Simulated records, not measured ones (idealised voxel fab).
A process module follows: voxel self aligned contacts.
Cross-section cut spans 205 nm and uses square cells 5 nm in size.
Cross-section format: a grid of square cells, given as bands from top to bottom; each band is one or more rows of cells. Band: top and bottom heights (nm) first, top before bottom; then materials from left to right, widths in nm. "edge to edge" marks a sole material filling the band edge to edge. "air" denotes empty space. All heights in this document are referenced to 0, defined as the level beneath which the wafer, as received, consists entirely of one material. The lowest band is not bounded below; it extends indefinitely downward and is written in the form "0 down". Read "30 to 40" as a graded width: first number on top, second number at the bottom, same change between each pair of neighbouring rows. Step note "nothing got changed" = no cross-section cell changed. If an empty space has no open way to the top and is at least 8 cells in size, "Fully sealed cavities" lists it, written width x height at distance, where distance is measured from the left edge and every value is in nm. Text after the settings on a step's line: the simulator's own remark on that step. overlay nm: step with mask; distance mask lay right of planned place; negative value = left of planned place.
The planned process steps are enumerated hereunder
1. RECEIVE [material Si]
2. CONFORMAL_DEP [material SiO2] [thk nm 5]
3. DIRECTIONAL_DEP [material polySi] [thk nm 30]
4. DIRECTIONAL_DEP [material SiN] [thk nm 20]
5. PATTERN [tone cover] [mask id GATE] [material resist] [width nm 30] [pitch nm 60] [thk nm 20] [overlay nm 0]
6. DIRECTIONAL_ETCH [etch materials SiN] [depth nm 20]
7. DIRECTIONAL_ETCH [etch materials polySi] [depth nm 30]
8. STRIP [etch materials resist]
9. CONFORMAL_DEP [material SiN] [thk nm 5]
10. DIRECTIONAL_ETCH [etch materials SiN] [depth nm 5]
11. FILL_DEP [material SiO2] [thk nm 15]
12. CMP [height nm 60]
13. PATTERN [tone open] [mask id CONTACT] [material resist] [width nm 40] [thk nm 15] [overlay nm 0]
14. DIRECTIONAL_ETCH [etch materials SiO2] [depth nm 60]
15. STRIP [etch materials resist]
16. CONFORMAL_DEP [material TiN] [thk nm 5]
17. FILL_DEP [material W] [thk nm 10]
18. CMP [height nm 60]
19. CONFORMAL_DEP [material SiN] [thk nm 5]
First of two wafers: run as planned
As-received state of the wafer in cross-section, equivalent to post-step 1
  0 down: Si edge to edge
  Fully sealed cavities: none
Step 2 done - wafer cross-section
  5 to 0: SiO2 edge to edge
  Nothing below the height 0 has changed.
Step 3 done - wafer cross-section
  35 to 5: polySi edge to edge
  Nothing below the height 5 has changed.
Step 4 done - wafer cross-section
  55 to 35: SiN edge to edge
  Nothing below the height 35 has changed.
Step 5 done - wafer cross-section
  75 to 55: air: 55 / resist: 30 / air: 30 / resist: 30 / air: 60
  Nothing below the height 55 has changed.
Step 6 done - wafer cross-section
  75 to 55: air: 55 / resist: 30 / air: 30 / resist: 30 / air: 60
  55 to 35: air: 55 / SiN: 30 / air: 30 / SiN: 30 / air: 60
  Nothing below the height 35 has changed.
Step 7 done - wafer cross-section
  75 to 55: air: 55 / resist: 30 / air: 30 / resist: 30 / air: 60
  55 to 35: air: 55 / SiN: 30 / air: 30 / SiN: 30 / air: 60
  35 to 5: air: 55 / polySi: 30 / air: 30 / polySi: 30 / air: 60
  Nothing below the height 5 has changed.
Step 8 done - wafer cross-section
  55 to 35: air: 55 / SiN: 30 / air: 30 / SiN: 30 / air: 60
  Nothing below the height 35 has changed.
Step 9 done - wafer cross-section
  60 to 35: air: 50 / SiN: 40 / air: 20 / SiN: 40 / air: 55
  35 to 10: air: 50 / SiN: 5 / polySi: 30 / SiN: 5 / air: 20 / SiN: 5 / polySi: 30 / SiN: 5 / air: 55
  10 to 5: SiN: 55 / polySi: 30 / SiN: 30 / polySi: 30 / SiN: 60
  Nothing below the height 5 has changed.
Step 10 done - wafer cross-section
  55 to 35: air: 50 / SiN: 40 / air: 20 / SiN: 40 / air: 55
  35 to 5: air: 50 / SiN: 5 / polySi: 30 / SiN: 5 / air: 20 / SiN: 5 / polySi: 30 / SiN: 5 / air: 55
  Nothing below the height 5 has changed.
Step 11 done - wafer cross-section
  70 to 55: SiO2 edge to edge
  55 to 35: SiO2: 50 / SiN: 40 / SiO2: 20 / SiN: 40 / SiO2: 55
  35 to 5: SiO2: 50 / SiN: 5 / polySi: 30 / SiN: 5 / SiO2: 20 / SiN: 5 / polySi: 30 / SiN: 5 / SiO2: 55
  Nothing below the height 5 has changed.
Step 12 done - wafer cross-section
  60 to 55: SiO2 edge to edge
  Nothing below the height 55 has changed.
Step 13 done - wafer cross-section
  75 to 60: resist: 80 / air: 40 / resist: 85
  Nothing below the height 60 has changed.
Step 14 done - wafer cross-section
  75 to 60: resist: 80 / air: 40 / resist: 85
  60 to 55: SiO2: 80 / air: 40 / SiO2: 85
  55 to 35: SiO2: 50 / SiN: 40 / air: 20 / SiN: 40 / SiO2: 55
  35 to 5: SiO2: 50 / SiN: 5 / polySi: 30 / SiN: 5 / air: 20 / SiN: 5 / polySi: 30 / SiN: 5 / SiO2: 55
  5 to 0: SiO2: 90 / air: 20 / SiO2: 95
  Nothing below the height 0 has changed.
Step 15 done - wafer cross-section
  60 to 55: SiO2: 80 / air: 40 / SiO2: 85
  Nothing below the height 55 has changed.
Step 16 done - wafer cross-section
  65 to 60: TiN: 85 / air: 30 / TiN: 90
  60 to 55: SiO2: 80 / TiN: 15 / air: 10 / TiN: 15 / SiO2: 85
  55 to 35: SiO2: 50 / SiN: 40 / TiN: 5 / air: 10 / TiN: 5 / SiN: 40 / SiO2: 55
  35 to 5: SiO2: 50 / SiN: 5 / polySi: 30 / SiN: 5 / TiN: 5 / air: 10 / TiN: 5 / SiN: 5 / polySi: 30 / SiN: 5 / SiO2: 55
  5 to 0: SiO2: 90 / TiN: 20 / SiO2: 95
  Nothing below the height 0 has changed.
Step 17 done - wafer cross-section
  75 to 65: W edge to edge
  65 to 60: TiN: 85 / W: 30 / TiN: 90
  60 to 55: SiO2: 80 / TiN: 15 / W: 10 / TiN: 15 / SiO2: 85
  55 to 35: SiO2: 50 / SiN: 40 / TiN: 5 / W: 10 / TiN: 5 / SiN: 40 / SiO2: 55
  35 to 5: SiO2: 50 / SiN: 5 / polySi: 30 / SiN: 5 / TiN: 5 / W: 10 / TiN: 5 / SiN: 5 / polySi: 30 / SiN: 5 / SiO2: 55
  Nothing below the height 5 has changed.
Step 18 done - wafer cross-section
  60 to 55: SiO2: 80 / TiN: 15 / W: 10 / TiN: 15 / SiO2: 85
  Nothing below the height 55 has changed.
Step 19 done - wafer cross-section
  65 to 60: SiN edge to edge
  Nothing below the height 60 has changed.
The second wafer began exactly as the first did and followed the same plan, but one mistake was made while running it; through step 4 inclusive, the two wafers are identical
Second wafer, sectioned view, at step 5's planned end time
  75 to 55: air: 65 / resist: 30 / air: 30 / resist: 30 / air: 50
  Nothing below the height 55 has changed.
Second wafer, sectioned view, at step 6's planned end time
  75 to 55: air: 65 / resist: 30 / air: 30 / resist: 30 / air: 50
  55 to 35: air: 65 / SiN: 30 / air: 30 / SiN: 30 / air: 50
  Nothing below the height 35 has changed.
Second wafer, sectioned view, at step 7's planned end time
  75 to 55: air: 65 / resist: 30 / air: 30 / resist: 30 / air: 50
  55 to 35: air: 65 / SiN: 30 / air: 30 / SiN: 30 / air: 50
  35 to 5: air: 65 / polySi: 30 / air: 30 / polySi: 30 / air: 50
  Nothing below the height 5 has changed.
Second wafer, sectioned view, at step 8's planned end time
  55 to 35: air: 65 / SiN: 30 / air: 30 / SiN: 30 / air: 50
  Nothing below the height 35 has changed.
Second wafer, sectioned view, at step 9's planned end time
  60 to 35: air: 60 / SiN: 40 / air: 20 / SiN: 40 / air: 45
  35 to 10: air: 60 / SiN: 5 / polySi: 30 / SiN: 5 / air: 20 / SiN: 5 / polySi: 30 / SiN: 5 / air: 45
  10 to 5: SiN: 65 / polySi: 30 / SiN: 30 / polySi: 30 / SiN: 50
  Nothing below the height 5 has changed.
Second wafer, sectioned view, at step 10's planned end time
  55 to 35: air: 60 / SiN: 40 / air: 20 / SiN: 40 / air: 45
  35 to 5: air: 60 / SiN: 5 / polySi: 30 / SiN: 5 / air: 20 / SiN: 5 / polySi: 30 / SiN: 5 / air: 45
  Nothing below the height 5 has changed.
Second wafer, sectioned view, at step 11's planned end time
  70 to 55: SiO2 edge to edge
  55 to 35: SiO2: 60 / SiN: 40 / SiO2: 20 / SiN: 40 / SiO2: 45
  35 to 5: SiO2: 60 / SiN: 5 / polySi: 30 / SiN: 5 / SiO2: 20 / SiN: 5 / polySi: 30 / SiN: 5 / SiO2: 45
  Nothing below the height 5 has changed.
Second wafer, sectioned view, at step 12's planned end time
  60 to 55: SiO2 edge to edge
  Nothing below the height 55 has changed.
Second wafer, sectioned view, at step 13's planned end time
  75 to 60: resist: 80 / air: 40 / resist: 85
  Nothing below the height 60 has changed.
Second wafer, sectioned view, at step 14's planned end time
  75 to 60: resist: 80 / air: 40 / resist: 85
  60 to 55: SiO2: 80 / air: 40 / SiO2: 85
  55 to 35: SiO2: 60 / SiN: 40 / air: 20 / SiN: 40 / SiO2: 45
  35 to 5: SiO2: 60 / SiN: 5 / polySi: 30 / SiN: 5 / air: 20 / SiN: 5 / polySi: 30 / SiN: 5 / SiO2: 45
  5 to 0: SiO2: 100 / air: 20 / SiO2: 85
  Nothing below the height 0 has changed.
Second wafer, sectioned view, at step 15's planned end time
  60 to 55: SiO2: 80 / air: 40 / SiO2: 85
  Nothing below the height 55 has changed.
Second wafer, sectioned view, at step 16's planned end time
  65 to 60: TiN: 85 / air: 30 / TiN: 90
  60 to 55: SiO2: 80 / TiN: 25 / air: 10 / TiN: 5 / SiO2: 85
  55 to 35: SiO2: 60 / SiN: 40 / TiN: 5 / air: 10 / TiN: 5 / SiN: 40 / SiO2: 45
  35 to 5: SiO2: 60 / SiN: 5 / polySi: 30 / SiN: 5 / TiN: 5 / air: 10 / TiN: 5 / SiN: 5 / polySi: 30 / SiN: 5 / SiO2: 45
  5 to 0: SiO2: 100 / TiN: 20 / SiO2: 85
  Nothing below the height 0 has changed.
Second wafer, sectioned view, at step 17's planned end time
  75 to 65: W edge to edge
  65 to 60: TiN: 85 / W: 30 / TiN: 90
  60 to 55: SiO2: 80 / TiN: 25 / W: 10 / TiN: 5 / SiO2: 85
  55 to 35: SiO2: 60 / SiN: 40 / TiN: 5 / W: 10 / TiN: 5 / SiN: 40 / SiO2: 45
  35 to 5: SiO2: 60 / SiN: 5 / polySi: 30 / SiN: 5 / TiN: 5 / W: 10 / TiN: 5 / SiN: 5 / polySi: 30 / SiN: 5 / SiO2: 45
  Nothing below the height 5 has changed.
Second wafer, sectioned view, at step 18's planned end time
  60 to 55: SiO2: 80 / TiN: 25 / W: 10 / TiN: 5 / SiO2: 85
  Nothing below the height 55 has changed.
Second wafer, sectioned view, at step 19's planned end time
  65 to 60: SiN edge to edge
  Nothing below the height 60 has changed.
Where did the run depart from the plan? it should be noted that step 5 was executed with settings other than those planned, the operation and settings actually applied being PATTERN [tone cover] [mask id GATE] [material resist] [width nm 30] [pitch nm 60] [thk nm 20] [overlay nm 10]
Both wafers, final: cells per material equal; arrangement not.
